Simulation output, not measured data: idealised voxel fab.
You're looking at the process module voxel capacitor over wiring.
cross-section cut | 290 nm wide | cells 5 nm
Cross-section layout: square cells on a grid; listed as bands, top to bottom; a band spans one or more cell rows. Read a band's entry like this: the first values are the height of its top and the height of its bottom in nm, and what follows is the sequence of materials from left to right, each with its width in nm. Note that "blank" is empty space, and that a single material marked "throughout" reaches across the band from edge to edge. The level at which height equals 0 is the one under which the wafer, as it arrives, is entirely one material. No lower edge exists for the bottom band, which continues downward and is notated as in "0 nm and below". The two numbers in a width such as "30 to 40" mark its ends across the band: the first belongs to the top row of cells, the second to the bottom row, and from each row to the next the width moves by the same amount. Step marked "same as before"? Then no cell in the cross-section changed in it. Empty spaces without an open route to the top, at least 8 cells in extent, make up the entry "Cavities, closed"; each is given as width x height at distance, where the distance is measured from the left edge, and all are in nm. Step line, after settings: the simulator's comment on this step. overlay nm: how far to the right of its planned place the mask lay on this masked step (negative: to the left).
## Process steps foreseen in the plan
- 1: op RECEIVE | material Si
- 2: op CONFORMAL_DEP | material SiO2 | thk nm 10
- 3: op DIRECTIONAL_DEP | material TiN | thk nm 5
- 4: op DIRECTIONAL_DEP | material W | thk nm 25
- 5: op MASKED_ETCH | tone cover | mask id METAL_1 | width nm 20 | pitch nm 90 | etch materials W | depth nm 25 | overlay nm 0
- 6: op MASKED_ETCH | tone cover | mask id METAL_1 | width nm 20 | pitch nm 90 | etch materials TiN | depth nm 5 | overlay nm 0
- 7: op FILL_DEP | material SiO2 | thk nm 10
- 8: op CMP | height nm 40
- 9: op CONFORMAL_DEP | material SiCN | thk nm 5
- 10: op DIRECTIONAL_DEP | material SiO2 | thk nm 20
- 11: op MASKED_ETCH | tone open | mask id PLUG_1 | width nm 15 | etch materials SiO2 | depth nm 20 | overlay nm 0
- 12: op MASKED_ETCH | tone open | mask id PLUG_1 | width nm 15 | etch materials SiCN | depth nm 5 | overlay nm 0
- 13: op EPI | material Ru | thk nm 10
- 14: op EPI | material Ru | thk nm 10
- 15: op EPI | material Ru | thk nm 5
- 16: op DIRECTIONAL_DEP | material TiN | thk nm 10
- 17: op DIRECTIONAL_DEP | material HfO2 | thk nm 5
- 18: op DIRECTIONAL_DEP | material TiN | thk nm 5
- 19: op MASKED_ETCH | tone cover | mask id UPPER_PLATE | width nm 75 | etch materials TiN | depth nm 5 | overlay nm 0
- 20: op MASKED_ETCH | tone cover | mask id UPPER_PLATE | width nm 75 | etch materials HfO2 | depth nm 5 | overlay nm 0
- 21: op DIRECTIONAL_DEP | material aC | thk nm 15
- 22: op PATTERN | tone cover | mask id LOWER_PLATE | material resist | width nm 85 | thk nm 30 | overlay nm 0
- 23: op DIRECTIONAL_ETCH | etch materials aC | depth nm 15
- 24: op STRIP | etch materials resist
- 25: op DIRECTIONAL_ETCH | etch materials TiN | depth nm 10
- 26: op STRIP | etch materials aC
- 27: op FILL_DEP | material SiO2 | thk nm 15
- 28: op CMP | height nm 95
- 29: op DIRECTIONAL_DEP | material aC | thk nm 15
- 30: op PATTERN | tone open | mask id PLUG_2 | material resist | width nm 15 | thk nm 30 | overlay nm 0
- 31: op DIRECTIONAL_ETCH | etch materials aC | depth nm 15
- 32: op STRIP | etch materials resist
- 33: op DIRECTIONAL_ETCH | etch materials SiO2 | depth nm 10
- 34: op STRIP | etch materials aC
- 35: op CONFORMAL_DEP | material TiN | thk nm 5
- 36: op FILL_DEP | material W | thk nm 5
- 37: op CMP | height nm 95
- 38: op CONFORMAL_DEP | material SiCN | thk nm 5
## Received-state cross-section, reflecting completion of step 1
    0 nm and below = Si throughout
    Cavities, closed: none
## first wafer at the end, as planned
    100 nm to 95 nm = SiCN throughout
    95 nm to 90 nm = 105 nm SiO2, 5 nm TiN, 5 nm W, 5 nm TiN, 170 nm SiO2
    90 nm to 80 nm = 105 to 95 nm SiO2, 15 to 75 nm TiN, 170 to 120 nm SiO2
    80 nm to 75 nm = 95 nm SiO2, 75 nm HfO2, 120 nm SiO2
    75 nm to 65 nm = 90 nm SiO2, 85 nm TiN, 115 nm SiO2
    65 nm to 45 nm = 95 nm SiO2, 15 nm Ru, 180 nm SiO2
    45 nm to 40 nm = 95 nm SiCN, 15 nm Ru, 180 nm SiCN
    40 nm to 15 nm = 90 nm SiO2, 20 nm W, 70 nm SiO2, 20 nm W, 90 nm SiO2
    15 nm to 10 nm = 90 nm SiO2, 20 nm TiN, 70 nm SiO2, 20 nm TiN, 90 nm SiO2
    10 nm to 0 nm = SiO2 throughout
    0 nm and below = Si throughout
    Cavities, closed: none
## This is the second of the two wafers, cross-sectioned at the end of the module; it started exactly like the first and was given the same plan, but it was run with one mistake
    100 nm to 95 nm = SiCN throughout
    95 nm to 90 nm = 105 nm SiO2, 5 nm TiN, 5 nm W, 5 nm TiN, 170 nm SiO2
    90 nm to 80 nm = 105 to 110 nm SiO2, 15 to 60 nm TiN, 170 to 120 nm SiO2
    80 nm to 75 nm = 110 nm SiO2, 60 nm HfO2, 120 nm SiO2
    75 nm to 65 nm = 90 nm SiO2, 5 nm TiN, 15 nm SiO2, 65 nm TiN, 115 nm SiO2
    65 nm to 60 nm = SiO2 throughout
    60 nm to 55 nm = 95 nm SiO2, 15 nm TiN, 180 nm SiO2
    55 nm to 50 nm = 95 nm SiO2, 15 nm HfO2, 180 nm SiO2
    50 nm to 45 nm = 95 nm SiO2, 15 nm TiN, 180 nm SiO2
    45 nm to 40 nm = 95 nm SiCN, 15 nm TiN, 180 nm SiCN
    40 nm to 15 nm = 90 nm W, 20 nm SiO2, 70 nm W, 20 nm SiO2, 90 nm W
    15 nm to 10 nm = TiN throughout
    10 nm to 0 nm = SiO2 throughout
    0 nm and below = Si throughout
    Cavities, closed: none
The plan and the run diverged here: step 5 went in with a setting other than planned; the actual run was op MASKED_ETCH | tone open | mask id METAL_1 | width nm 20 | pitch nm 90 | etch materials W | depth nm 25 | overlay nm 0
Bottom line after processing is that, in cells, the second wafer is up or down on some materials versus the first: Ru -15; SiO2 -245; TiN +50; W +210
